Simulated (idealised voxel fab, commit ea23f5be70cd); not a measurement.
A process module follows: voxel plated lines.
Cross-section cut spans 180 nm and uses square cells 5 nm in size.
Cross-section spec: square-cell grid; bands listed top down; each band is one or more rows. The band entry comprises the height of the band's top followed by the height of its bottom, expressed in nm, and subsequently the band's materials from left to right, each stated together with its width in nm. Where a single material is marked with the word "throughout", that material fills the band from edge to edge. The word "air" represents empty space. Heights from 0 (as-received wafer is one material below). Bottom band endless downward, as "0 and below". Width spec "30 to 40" -> top row of cells at first value, bottom row at second value, equal per-row change in between. Reading "identical to before" for a step: not a cell of the cross-section changed in it. The entry "Closed voids list" lists the empty spaces that cover at least 8 cells and have no open path to the top. Each is written as width x height at distance, where the distance is measured from the left edge and all three values are in nm. On each step's line, the part that comes after the settings is the simulator's own comment on the step. If you see "overlay nm" on a step's line and that step has a mask, it's telling you how far right of where it was planned the mask ended up; a negative number means it went left instead.

Process steps - plan
1 op RECEIVE | material Si
2 op CONFORMAL_DEP | material SiN | thk nm 10
3 op DIRECTIONAL_DEP | material TiN | thk nm 5
4 op PATTERN | tone open | mask id LINES | material resist | width nm 25 | pitch nm 40 | thk nm 40 | overlay nm 0
5 op EPI | material Ru | thk nm 10
6 op EPI | material Ru | thk nm 10
7 op EPI | material Ru | thk nm 5
8 op STRIP | etch materials resist
9 op DIRECTIONAL_ETCH | etch materials TiN | depth nm 5
10 op CONFORMAL_DEP | material SiN | thk nm 10

The first of a set of two wafers, run to plan

Incoming wafer, cross-sectional view, post step 1
0 and below = Si throughout
Closed voids list: none

Wafer after step 2 (cross-section)
10 down to 0 = SiN throughout
Lower than 0, everything is as it was.

Wafer after step 3 (cross-section)
15 down to 10 = TiN throughout
Lower than 10, everything is as it was.

Wafer after step 4 (cross-section)
55 down to 15 = 55 nm resist, then 25 nm air, then 15 nm resist, then 25 nm air, then 60 nm resist
Lower than 15, everything is as it was.

Wafer after step 5 (cross-section)
55 down to 25 = 55 nm resist, then 25 nm air, then 15 nm resist, then 25 nm air, then 60 nm resist
25 down to 15 = 55 nm resist, then 25 nm Ru, then 15 nm resist, then 25 nm Ru, then 60 nm resist
Lower than 15, everything is as it was.

Wafer after step 6 (cross-section)
55 down to 35 = 55 nm resist, then 25 nm air, then 15 nm resist, then 25 nm air, then 60 nm resist
35 down to 15 = 55 nm resist, then 25 nm Ru, then 15 nm resist, then 25 nm Ru, then 60 nm resist
Lower than 15, everything is as it was.

Wafer after step 7 (cross-section)
55 down to 40 = 55 nm resist, then 25 nm air, then 15 nm resist, then 25 nm air, then 60 nm resist
40 down to 15 = 55 nm resist, then 25 nm Ru, then 15 nm resist, then 25 nm Ru, then 60 nm resist
Lower than 15, everything is as it was.

Wafer after step 8 (cross-section)
40 down to 15 = 55 nm air, then 25 nm Ru, then 15 nm air, then 25 nm Ru, then 60 nm air
Lower than 15, everything is as it was.

Wafer after step 9 (cross-section)
40 down to 15 = 55 nm air, then 25 nm Ru, then 15 nm air, then 25 nm Ru, then 60 nm air
15 down to 10 = 55 nm air, then 25 nm TiN, then 15 nm air, then 25 nm TiN, then 60 nm air
Lower than 10, everything is as it was.

Wafer after step 10 (cross-section)
50 down to 40 = 45 nm air, then 85 nm SiN, then 50 nm air
40 down to 20 = 45 nm air, then 10 nm SiN, then 25 nm Ru, then 15 nm SiN, then 25 nm Ru, then 10 nm SiN, then 50 nm air
20 down to 15 = 55 nm SiN, then 25 nm Ru, then 15 nm SiN, then 25 nm Ru, then 60 nm SiN
15 down to 10 = 55 nm SiN, then 25 nm TiN, then 15 nm SiN, then 25 nm TiN, then 60 nm SiN
Lower than 10, everything is as it was.

Second wafer, same starting state and plan as the first, one mistake in the run, identical through step 6

Second wafer, cross-section, planned end of step 7
35 down to 15 = 55 nm air, then 25 nm Ru, then 15 nm air, then 25 nm Ru, then 60 nm air
Lower than 15, everything is as it was.

Second wafer, cross-section, planned end of step 8
40 down to 20 = 50 nm air, then 35 nm Ru, then 5 nm air, then 35 nm Ru, then 55 nm air
20 down to 15 = Ru throughout
Lower than 15, everything is as it was.

Second wafer, cross-section, planned end of step 9: identical to before

Second wafer, cross-section, planned end of step 10
50 down to 40 = 40 nm air, then 95 nm SiN, then 45 nm air
40 down to 30 = 40 nm air, then 10 nm SiN, then 35 nm Ru, then 5 nm SiN, then 35 nm Ru, then 10 nm SiN, then 45 nm air
30 down to 20 = 50 nm SiN, then 35 nm Ru, then 5 nm SiN, then 35 nm Ru, then 55 nm SiN
Lower than 20, everything is as it was.
Deviation from plan: steps 7 and 8: order swapped relative to plan
Final wafer comparison in cells, second versus first, more or fewer per material: Ru: 42 more; SiN: 22 fewer; TiN: 26 more
